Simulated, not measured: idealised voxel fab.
The process module presented herein is designated voxel fin reveal.
Square cell edge 5 nm, section width 270 nm, ID cut.
Throughout this document, each cross-section is represented as a grid of square cells and is presented as a sequence of bands enumerated from the top downward, where a band comprises one or more rows of cells.
Band: top and bottom heights (nm) first, top before bottom; then materials from left to right, widths in nm. "edge to edge" marks a sole material filling the band edge to edge. "air" denotes empty space.
A quick word on heights: they are counted from 0, and under that level the wafer as it came to us is one material throughout. The lowest band is different from the rest in having no bottom; it simply continues downward, written as in "0..down".
You'd read "30->40" like this: the band's top row of cells is as wide as the first number, its bottom row is as wide as the second, and going down, every row changes width by the same amount as the row before did.
The cross-section has no changed cell in any step marked "all unchanged".
Listed in "Enclosed cavity list": every empty space of 8 or more cells without an open way to the top. Form: width x height at distance, the distance being from the left edge, all in nm.
That trailing text on a step's line, after the settings, is the simulator's own remark on the step.
What "overlay nm" on a step's line means: if the step has a mask, that mask lay this far to the right of its planned place, or, when the value is negative, to the left.
# List of planned process steps
1 RECEIVE [material Si]
2 CONFORMAL_DEP [material SiN] [thk nm 5]
3 MASKED_ETCH [tone cover] [mask id FINS] [width nm 15] [pitch nm 40] [etch materials SiN] [depth nm 5] [overlay nm 0]
4 MASKED_ETCH [tone cover] [mask id FINS] [width nm 15] [pitch nm 40] [etch materials Si] [depth nm 40] [overlay nm 0]
5 OXIDIZE [depth nm 5]
6 FILL_DEP [material SiO2] [thk nm 10]
7 CMP [height nm 5]
8 SELECTIVE_ETCH [etch materials SiO2] [depth nm 20]
9 STRIP [etch materials SiN]
10 CONFORMAL_DEP [material HfO2] [thk nm 5]
# Cross-section of the wafer as it came to us, i.e., already through step 1
0..down  Si edge to edge
Enclosed cavity list: none
# The first of two wafers, cross-sectioned at the end of the module, with the run proceeding as planned
5..0  air: 85; HfO2: 15; air: 25; HfO2: 15; air: 25; HfO2: 15; air: 90
0..-10  air: 85; HfO2: 5; Si: 5; HfO2: 5; air: 25; HfO2: 5; Si: 5; HfO2: 5; air: 25; HfO2: 5; Si: 5; HfO2: 5; air: 90
-10..-15  HfO2: 90; Si: 5; HfO2: 35; Si: 5; HfO2: 35; Si: 5; HfO2: 95
-15..-45  SiO2: 90; Si: 5; SiO2: 35; Si: 5; SiO2: 35; Si: 5; SiO2: 95
-45..down  Si edge to edge
Enclosed cavity list: none
# Second wafer cross-section at end of module - shared start and plan with the first, one mistake in the run
5..0  air: 85; HfO2: 15; air: 25; HfO2: 15; air: 25; HfO2: 15; air: 90
0..-10  air: 85; HfO2: 5; Si: 5; HfO2: 5; air: 25; HfO2: 5; Si: 5; HfO2: 5; air: 25; HfO2: 5; Si: 5; HfO2: 5; air: 90
-10..-15  HfO2: 70; air: 15; HfO2: 5; Si: 5; HfO2: 5; air: 25; HfO2: 5; Si: 5; HfO2: 5; air: 25; HfO2: 5; Si: 5; HfO2: 5; air: 15; HfO2: 75
-15..-20  SiO2: 65; HfO2: 25; Si: 5; HfO2: 35; Si: 5; HfO2: 35; Si: 5; HfO2: 25; SiO2: 70
-20..-45  SiO2: 90; Si: 5; SiO2: 35; Si: 5; SiO2: 35; Si: 5; SiO2: 95
-45..down  Si edge to edge
Enclosed cavity list: none
Against the plan, the run slipped here: steps 8 and 9: order swapped relative to plan
Final cells, second wafer relative to first, materials higher or lower: +8 HfO2, -24 SiO2
